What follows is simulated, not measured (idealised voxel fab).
Process module, titled voxel wiring stack
225 nm wide, 5 nm square cells: that's cross-section cut.
Format of a cross-section: grid, square cells. Given as bands. Order: top down. Band: one or more rows of cells.
Heights first: top, then bottom, in nm. Then materials, left to right, each with a width in nm. "throughout" on a single material: fills the band edge to edge. "empty": empty space.
Convention: height 0 is the level below which the wafer, as received, is all one material. The lowest band does not terminate at the bottom but continues downward, represented as "0..down".
Width spec "30..40" -> top row of cells at first value, bottom row at second value, equal per-row change in between.
"identical to before" after a step means that no cell of the cross-section changed.
Look at "Voids lacking openings" for the closed voids: empty spaces with no open path to the top, sized 8 cells or up. Each is width x height at distance, distance from the left edge, all nm.
Post-settings text on a step line: simulator's own remark regarding the step.
"overlay nm", when on a step's line for a step with a mask, measures how far to the right of its planned place the mask lay; a negative measure means to the left.
So here's the lineup of process steps we planned
1: RECEIVE, material Si
2: CONFORMAL_DEP, material SiO2, thk nm 15
3: DIRECTIONAL_DEP, material TiN, thk nm 5
4: DIRECTIONAL_DEP, material Ru, thk nm 25
5: PATTERN, tone cover, mask id METAL_1, material resist, width nm 25, pitch nm 40, thk nm 20, overlay nm 0
6: DIRECTIONAL_ETCH, etch materials Ru, depth nm 25
7: DIRECTIONAL_ETCH, etch materials TiN, depth nm 5
8: STRIP, etch materials resist
9: FILL_DEP, material SiO2, thk nm 5
10: CMP, height nm 45
11: CONFORMAL_DEP, material SiCN, thk nm 5
12: DIRECTIONAL_DEP, material SiO2, thk nm 30
13: PATTERN, tone open, mask id METAL_2_HOLES, material resist, width nm 15, pitch nm 40, thk nm 15, overlay nm 0
14: DIRECTIONAL_ETCH, etch materials SiO2, depth nm 30
15: STRIP, etch materials resist
16: DIRECTIONAL_DEP, material aC, thk nm 15
17: PATTERN, tone open, mask id METAL_2, material resist, width nm 25, pitch nm 40, thk nm 35, overlay nm 0
18: DIRECTIONAL_ETCH, etch materials aC, depth nm 15
19: STRIP, etch materials resist
20: DIRECTIONAL_ETCH, etch materials SiO2, depth nm 20
21: DIRECTIONAL_ETCH, etch materials SiCN, depth nm 5
22: STRIP, etch materials aC
23: CONFORMAL_DEP, material TiN, thk nm 5
24: FILL_DEP, material Ru, thk nm 10
25: CMP, height nm 80
26: CONFORMAL_DEP, material SiCN, thk nm 5
27: DIRECTIONAL_DEP, material SiO2, thk nm 35
28: MASKED_ETCH, tone open, mask id METAL_3_HOLES, width nm 15, etch materials SiO2, depth nm 35, overlay nm 0
29: DIRECTIONAL_DEP, material aC, thk nm 10
30: PATTERN, tone open, mask id METAL_3, material resist, width nm 25, pitch nm 40, thk nm 25, overlay nm 0
31: DIRECTIONAL_ETCH, etch materials aC, depth nm 10
32: STRIP, etch materials resist
33: DIRECTIONAL_ETCH, etch materials SiO2, depth nm 20
34: DIRECTIONAL_ETCH, etch materials SiCN, depth nm 5
35: STRIP, etch materials aC
36: CONFORMAL_DEP, material TiN, thk nm 5
37: FILL_DEP, material Cu, thk nm 10
38: CMP, height nm 120
39: CONFORMAL_DEP, material SiCN, thk nm 5
40: DIRECTIONAL_DEP, material SiO2, thk nm 25
41: PATTERN, tone open, mask id METAL_4_HOLES, material resist, width nm 15, thk nm 15, overlay nm 0
42: DIRECTIONAL_ETCH, etch materials SiO2, depth nm 25
43: STRIP, etch materials resist
44: MASKED_ETCH, tone open, mask id METAL_4, width nm 25, pitch nm 40, etch materials SiO2, depth nm 15, overlay nm 0
45: MASKED_ETCH, tone open, mask id METAL_4, width nm 25, pitch nm 40, etch materials SiCN, depth nm 5, overlay nm 0
46: CONFORMAL_DEP, material TiN, thk nm 5
47: FILL_DEP, material Ru, thk nm 10
48: CMP, height nm 150
49: CONFORMAL_DEP, material SiN, thk nm 5
First of two wafers: run as planned
Cross-section: wafer on arrival = after step 1
* 0..down = Si throughout
* Voids lacking openings: none
Cross-section through the wafer, step 2 finished
* 15..0 = SiO2 throughout
* At heights below 0, the structure remains unaltered.
Cross-section through the wafer, step 3 finished
* 20..15 = TiN throughout
* At heights below 15, the structure remains unaltered.
Cross-section through the wafer, step 4 finished
* 45..20 = Ru throughout
* At heights below 20, the structure remains unaltered.
Cross-section through the wafer, step 5 finished
* 65..45 = empty 80  resist 25  empty 15  resist 25  empty 80
* At heights below 45, the structure remains unaltered.
Cross-section through the wafer, step 6 finished
* 65..45 = empty 80  resist 25  empty 15  resist 25  empty 80
* 45..20 = empty 80  Ru 25  empty 15  Ru 25  empty 80
* At heights below 20, the structure remains unaltered.
Cross-section through the wafer, step 7 finished
* 65..45 = empty 80  resist 25  empty 15  resist 25  empty 80
* 45..20 = empty 80  Ru 25  empty 15  Ru 25  empty 80
* 20..15 = empty 80  TiN 25  empty 15  TiN 25  empty 80
* At heights below 15, the structure remains unaltered.
Cross-section through the wafer, step 8 finished
* 45..20 = empty 80  Ru 25  empty 15  Ru 25  empty 80
* At heights below 20, the structure remains unaltered.
Cross-section through the wafer, step 9 finished
* 50..45 = SiO2 throughout
* 45..20 = SiO2 80  Ru 25  SiO2 15  Ru 25  SiO2 80
* 20..15 = SiO2 80  TiN 25  SiO2 15  TiN 25  SiO2 80
* At heights below 15, the structure remains unaltered.
Cross-section through the wafer, step 10 finished
* 45..20 = SiO2 80  Ru 25  SiO2 15  Ru 25  SiO2 80
* At heights below 20, the structure remains unaltered.
Cross-section through the wafer, step 11 finished
* 50..45 = SiCN throughout
* At heights below 45, the structure remains unaltered.
Cross-section through the wafer, step 12 finished
* 80..50 = SiO2 throughout
* At heights below 50, the structure remains unaltered.
Cross-section through the wafer, step 13 finished
* 95..80 = resist 80  empty 15  resist 25  empty 15  resist 90
* At heights below 80, the structure remains unaltered.
Cross-section through the wafer, step 14 finished
* 95..80 = resist 80  empty 15  resist 25  empty 15  resist 90
* 80..50 = SiO2 80  empty 15  SiO2 25  empty 15  SiO2 90
* At heights below 50, the structure remains unaltered.
Cross-section through the wafer, step 15 finished
* 80..50 = SiO2 80  empty 15  SiO2 25  empty 15  SiO2 90
* At heights below 50, the structure remains unaltered.
Cross-section through the wafer, step 16 finished
* 95..80 = aC 80  empty 15  aC 25  empty 15  aC 90
* 80..65 = SiO2 80  empty 15  SiO2 25  empty 15  SiO2 90
* 65..50 = SiO2 80  aC 15  SiO2 25  aC 15  SiO2 90
* At heights below 50, the structure remains unaltered.
Cross-section through the wafer, step 17 finished
* 130..95 = resist 80  empty 25  resist 15  empty 25  resist 80
* At heights below 95, the structure remains unaltered.
Cross-section through the wafer, step 18 finished
* 115..95 = resist 80  empty 25  resist 15  empty 25  resist 80
* 95..80 = aC 80  empty 25  aC 15  empty 25  aC 80
* 80..50 = SiO2 80  empty 15  SiO2 25  empty 15  SiO2 90
* At heights below 50, the structure remains unaltered.
Cross-section through the wafer, step 19 finished
* 95..80 = aC 80  empty 25  aC 15  empty 25  aC 80
* At heights below 80, the structure remains unaltered.
Cross-section through the wafer, step 20 finished
* 95..80 = aC 80  empty 25  aC 15  empty 25  aC 80
* 80..60 = SiO2 80  empty 25  SiO2 15  empty 25  SiO2 80
* At heights below 60, the structure remains unaltered.
Cross-section through the wafer, step 21 finished
* 95..80 = aC 80  empty 25  aC 15  empty 25  aC 80
* 80..60 = SiO2 80  empty 25  SiO2 15  empty 25  SiO2 80
* 60..50 = SiO2 80  empty 15  SiO2 25  empty 15  SiO2 90
* 50..45 = SiCN 80  empty 15  SiCN 25  empty 15  SiCN 90
* At heights below 45, the structure remains unaltered.
Cross-section through the wafer, step 22 finished
* 80..60 = SiO2 80  empty 25  SiO2 15  empty 25  SiO2 80
* At heights below 60, the structure remains unaltered.
Cross-section through the wafer, step 23 finished
* 85..80 = TiN 85  empty 15  TiN 25  empty 15  TiN 85
* 80..65 = SiO2 80  TiN 5  empty 15  TiN 5  SiO2 15  TiN 5  empty 15  TiN 5  SiO2 80
* 65..60 = SiO2 80  TiN 5  empty 5  TiN 15  SiO2 15  TiN 5  empty 5  TiN 15  SiO2 80
* 60..50 = SiO2 80  TiN 5  empty 5  TiN 5  SiO2 25  TiN 5  empty 5  TiN 5  SiO2 90
* 50..45 = SiCN 80  TiN 15  SiCN 25  TiN 15  SiCN 90
* At heights below 45, the structure remains unaltered.
Cross-section through the wafer, step 24 finished
* 95..85 = Ru throughout
* 85..80 = TiN 85  Ru 15  TiN 25  Ru 15  TiN 85
* 80..65 = SiO2 80  TiN 5  Ru 15  TiN 5  SiO2 15  TiN 5  Ru 15  TiN 5  SiO2 80
* 65..60 = SiO2 80  TiN 5  Ru 5  TiN 15  SiO2 15  TiN 5  Ru 5  TiN 15  SiO2 80
* 60..50 = SiO2 80  TiN 5  Ru 5  TiN 5  SiO2 25  TiN 5  Ru 5  TiN 5  SiO2 90
* At heights below 50, the structure remains unaltered.
Cross-section through the wafer, step 25 finished
* 80..65 = SiO2 80  TiN 5  Ru 15  TiN 5  SiO2 15  TiN 5  Ru 15  TiN 5  SiO2 80
* At heights below 65, the structure remains unaltered.
Cross-section through the wafer, step 26 finished
* 85..80 = SiCN throughout
* At heights below 80, the structure remains unaltered.
Cross-section through the wafer, step 27 finished
* 120..85 = SiO2 throughout
* At heights below 85, the structure remains unaltered.
Cross-section through the wafer, step 28 finished
* 120..85 = SiO2 80  empty 15  SiO2 130
* At heights below 85, the structure remains unaltered.
Cross-section through the wafer, step 29 finished
* 130..120 = aC 80  empty 15  aC 130
* 120..95 = SiO2 80  empty 15  SiO2 130
* 95..85 = SiO2 80  aC 15  SiO2 130
* At heights below 85, the structure remains unaltered.
Cross-section through the wafer, step 30 finished
* 155..130 = resist 80  empty 25  resist 15  empty 25  resist 80
* At heights below 130, the structure remains unaltered.
Cross-section through the wafer, step 31 finished
* 145..130 = resist 80  empty 25  resist 15  empty 25  resist 80
* 130..120 = aC 80  empty 25  aC 15  empty 25  aC 80
* 120..85 = SiO2 80  empty 15  SiO2 130
* At heights below 85, the structure remains unaltered.
Cross-section through the wafer, step 32 finished
* 130..120 = aC 80  empty 25  aC 15  empty 25  aC 80
* At heights below 120, the structure remains unaltered.
Cross-section through the wafer, step 33 finished
* 130..120 = aC 80  empty 25  aC 15  empty 25  aC 80
* 120..100 = SiO2 80  empty 25  SiO2 15  empty 25  SiO2 80
* At heights below 100, the structure remains unaltered.
Cross-section through the wafer, step 34 finished
* 130..120 = aC 80  empty 25  aC 15  empty 25  aC 80
* 120..100 = SiO2 80  empty 25  SiO2 15  empty 25  SiO2 80
* 100..85 = SiO2 80  empty 15  SiO2 130
* 85..80 = SiCN 80  empty 15  SiCN 130
* At heights below 80, the structure remains unaltered.
Cross-section through the wafer, step 35 finished
* 120..100 = SiO2 80  empty 25  SiO2 15  empty 25  SiO2 80
* At heights below 100, the structure remains unaltered.
Cross-section through the wafer, step 36 finished
* 125..120 = TiN 85  empty 15  TiN 25  empty 15  TiN 85
* 120..105 = SiO2 80  TiN 5  empty 15  TiN 5  SiO2 15  TiN 5  empty 15  TiN 5  SiO2 80
* 105..100 = SiO2 80  TiN 5  empty 5  TiN 15  SiO2 15  TiN 25  SiO2 80
* 100..85 = SiO2 80  TiN 5  empty 5  TiN 5  SiO2 130
* 85..80 = SiCN 80  TiN 15  SiCN 130
* At heights below 80, the structure remains unaltered.
Cross-section through the wafer, step 37 finished
* 135..125 = Cu throughout
* 125..120 = TiN 85  Cu 15  TiN 25  Cu 15  TiN 85
* 120..105 = SiO2 80  TiN 5  Cu 15  TiN 5  SiO2 15  TiN 5  Cu 15  TiN 5  SiO2 80
* 105..100 = SiO2 80  TiN 5  Cu 5  TiN 15  SiO2 15  TiN 25  SiO2 80
* 100..85 = SiO2 80  TiN 5  Cu 5  TiN 5  SiO2 130
* At heights below 85, the structure remains unaltered.
Cross-section through the wafer, step 38 finished
* 120..105 = SiO2 80  TiN 5  Cu 15  TiN 5  SiO2 15  TiN 5  Cu 15  TiN 5  SiO2 80
* At heights below 105, the structure remains unaltered.
Cross-section through the wafer, step 39 finished
* 125..120 = SiCN throughout
* At heights below 120, the structure remains unaltered.
Cross-section through the wafer, step 40 finished
* 150..125 = SiO2 throughout
* At heights below 125, the structure remains unaltered.
Cross-section through the wafer, step 41 finished
* 165..150 = resist 80  empty 15  resist 130
* At heights below 150, the structure remains unaltered.
Cross-section through the wafer, step 42 finished
* 165..150 = resist 80  empty 15  resist 130
* 150..125 = SiO2 80  empty 15  SiO2 130
* At heights below 125, the structure remains unaltered.
Cross-section through the wafer, step 43 finished
* 150..125 = SiO2 80  empty 15  SiO2 130
* At heights below 125, the structure remains unaltered.
Cross-section through the wafer, step 44 finished
* 150..135 = SiO2 80  empty 25  SiO2 15  empty 25  SiO2 80
* At heights below 135, the structure remains unaltered.
Cross-section through the wafer, step 45 finished
* 150..135 = SiO2 80  empty 25  SiO2 15  empty 25  SiO2 80
* 135..125 = SiO2 80  empty 15  SiO2 130
* 125..120 = SiCN 80  empty 15  SiCN 130
* At heights below 120, the structure remains unaltered.
Cross-section through the wafer, step 46 finished
* 155..150 = TiN 85  empty 15  TiN 25  empty 15  TiN 85
* 150..140 = SiO2 80  TiN 5  empty 15  TiN 5  SiO2 15  TiN 5  empty 15  TiN 5  SiO2 80
* 140..135 = SiO2 80  TiN 5  empty 5  TiN 15  SiO2 15  TiN 25  SiO2 80
* 135..125 = SiO2 80  TiN 5  empty 5  TiN 5  SiO2 130
* 125..120 = SiCN 80  TiN 15  SiCN 130
* At heights below 120, the structure remains unaltered.
Cross-section through the wafer, step 47 finished
* 165..155 = Ru throughout
* 155..150 = TiN 85  Ru 15  TiN 25  Ru 15  TiN 85
* 150..140 = SiO2 80  TiN 5  Ru 15  TiN 5  SiO2 15  TiN 5  Ru 15  TiN 5  SiO2 80
* 140..135 = SiO2 80  TiN 5  Ru 5  TiN 15  SiO2 15  TiN 25  SiO2 80
* 135..125 = SiO2 80  TiN 5  Ru 5  TiN 5  SiO2 130
* At heights below 125, the structure remains unaltered.
Cross-section through the wafer, step 48 finished
* 150..140 = SiO2 80  TiN 5  Ru 15  TiN 5  SiO2 15  TiN 5  Ru 15  TiN 5  SiO2 80
* At heights below 140, the structure remains unaltered.
Cross-section through the wafer, step 49 finished
* 155..150 = SiN throughout
* At heights below 150, the structure remains unaltered.
Second Wafer (Identical Start and Plan, One Processing Error; Matches First Wafer Through Step 29)
X-section, second wafer, when step 30 was due to finish
* 155..130 = empty 80  resist 25  empty 15  resist 25  empty 80
* 130..120 = aC 80  resist 15  aC 130
* 120..95 = SiO2 80  resist 15  SiO2 130
* At heights below 95, the structure remains unaltered.
X-section, second wafer, when step 31 was due to finish
* 145..130 = empty 80  resist 25  empty 15  resist 25  empty 80
* 130..120 = empty 80  resist 15  aC 10  empty 15  aC 25  empty 80
* At heights below 120, the structure remains unaltered.
X-section, second wafer, when step 32 was due to finish
* 130..120 = empty 95  aC 10  empty 15  aC 25  empty 80
* 120..95 = SiO2 80  empty 15  SiO2 130
* At heights below 95, the structure remains unaltered.
X-section, second wafer, when step 33 was due to finish
* 130..120 = empty 95  aC 10  empty 15  aC 25  empty 80
* 120..100 = empty 95  SiO2 10  empty 15  SiO2 25  empty 80
* At heights below 100, the structure remains unaltered.
X-section, second wafer, when step 34 was due to finish: identical to before
X-section, second wafer, when step 35 was due to finish
* 120..100 = empty 95  SiO2 10  empty 15  SiO2 25  empty 80
* 100..85 = SiO2 80  empty 15  SiO2 130
* At heights below 85, the structure remains unaltered.
X-section, second wafer, when step 36 was due to finish
* 125..120 = empty 90  TiN 20  empty 5  TiN 35  empty 75
* 120..105 = empty 90  TiN 5  SiO2 10  TiN 5  empty 5  TiN 5  SiO2 25  TiN 5  empty 75
* 105..100 = TiN 85  empty 5  TiN 5  SiO2 10  TiN 15  SiO2 25  TiN 80
* 100..90 = SiO2 80  TiN 5  empty 5  TiN 5  SiO2 130
* 90..85 = SiO2 80  TiN 15  SiO2 130
* At heights below 85, the structure remains unaltered.
X-section, second wafer, when step 37 was due to finish
* 135..125 = Cu throughout
* 125..120 = Cu 90  TiN 20  Cu 5  TiN 35  Cu 75
* 120..105 = Cu 90  TiN 5  SiO2 10  TiN 5  Cu 5  TiN 5  SiO2 25  TiN 5  Cu 75
* 105..100 = TiN 85  Cu 5  TiN 5  SiO2 10  TiN 15  SiO2 25  TiN 80
* 100..90 = SiO2 80  TiN 5  Cu 5  TiN 5  SiO2 130
* At heights below 90, the structure remains unaltered.
X-section, second wafer, when step 38 was due to finish
* 120..105 = Cu 90  TiN 5  SiO2 10  TiN 5  Cu 5  TiN 5  SiO2 25  TiN 5  Cu 75
* At heights below 105, the structure remains unaltered.
X-section, second wafer, when step 39 was due to finish
* 125..120 = SiCN throughout
* At heights below 120, the structure remains unaltered.
X-section, second wafer, when step 40 was due to finish
* 150..125 = SiO2 throughout
* At heights below 125, the structure remains unaltered.
X-section, second wafer, when step 41 was due to finish
* 165..150 = resist 80  empty 15  resist 130
* At heights below 150, the structure remains unaltered.
X-section, second wafer, when step 42 was due to finish
* 165..150 = resist 80  empty 15  resist 130
* 150..125 = SiO2 80  empty 15  SiO2 130
* At heights below 125, the structure remains unaltered.
X-section, second wafer, when step 43 was due to finish
* 150..125 = SiO2 80  empty 15  SiO2 130
* At heights below 125, the structure remains unaltered.
X-section, second wafer, when step 44 was due to finish
* 150..135 = SiO2 80  empty 25  SiO2 15  empty 25  SiO2 80
* At heights below 135, the structure remains unaltered.
X-section, second wafer, when step 45 was due to finish
* 150..135 = SiO2 80  empty 25  SiO2 15  empty 25  SiO2 80
* 135..125 = SiO2 80  empty 15  SiO2 130
* 125..120 = SiCN 80  empty 15  SiCN 130
* At heights below 120, the structure remains unaltered.
X-section, second wafer, when step 46 was due to finish
* 155..150 = TiN 85  empty 15  TiN 25  empty 15  TiN 85
* 150..140 = SiO2 80  TiN 5  empty 15  TiN 5  SiO2 15  TiN 5  empty 15  TiN 5  SiO2 80
* 140..135 = SiO2 80  TiN 5  empty 5  TiN 15  SiO2 15  TiN 25  SiO2 80
* 135..125 = SiO2 80  TiN 5  empty 5  TiN 5  SiO2 130
* 125..120 = SiCN 80  TiN 15  SiCN 130
* At heights below 120, the structure remains unaltered.
X-section, second wafer, when step 47 was due to finish
* 165..155 = Ru throughout
* 155..150 = TiN 85  Ru 15  TiN 25  Ru 15  TiN 85
* 150..140 = SiO2 80  TiN 5  Ru 15  TiN 5  SiO2 15  TiN 5  Ru 15  TiN 5  SiO2 80
* 140..135 = SiO2 80  TiN 5  Ru 5  TiN 15  SiO2 15  TiN 25  SiO2 80
* 135..125 = SiO2 80  TiN 5  Ru 5  TiN 5  SiO2 130
* At heights below 125, the structure remains unaltered.
X-section, second wafer, when step 48 was due to finish
* 150..140 = SiO2 80  TiN 5  Ru 15  TiN 5  SiO2 15  TiN 5  Ru 15  TiN 5  SiO2 80
* At heights below 140, the structure remains unaltered.
X-section, second wafer, when step 49 was due to finish
* 155..150 = SiN throughout
* At heights below 150, the structure remains unaltered.
Error vs. plan: contrary to plan, step 30 was performed as PATTERN, tone cover, mask id METAL_3, material resist, width nm 25, pitch nm 40, thk nm 25, overlay nm 0
Cell-count delta at end, second wafer over first, by material: Cu +83, SiCN +3, SiO2 -112, TiN +26
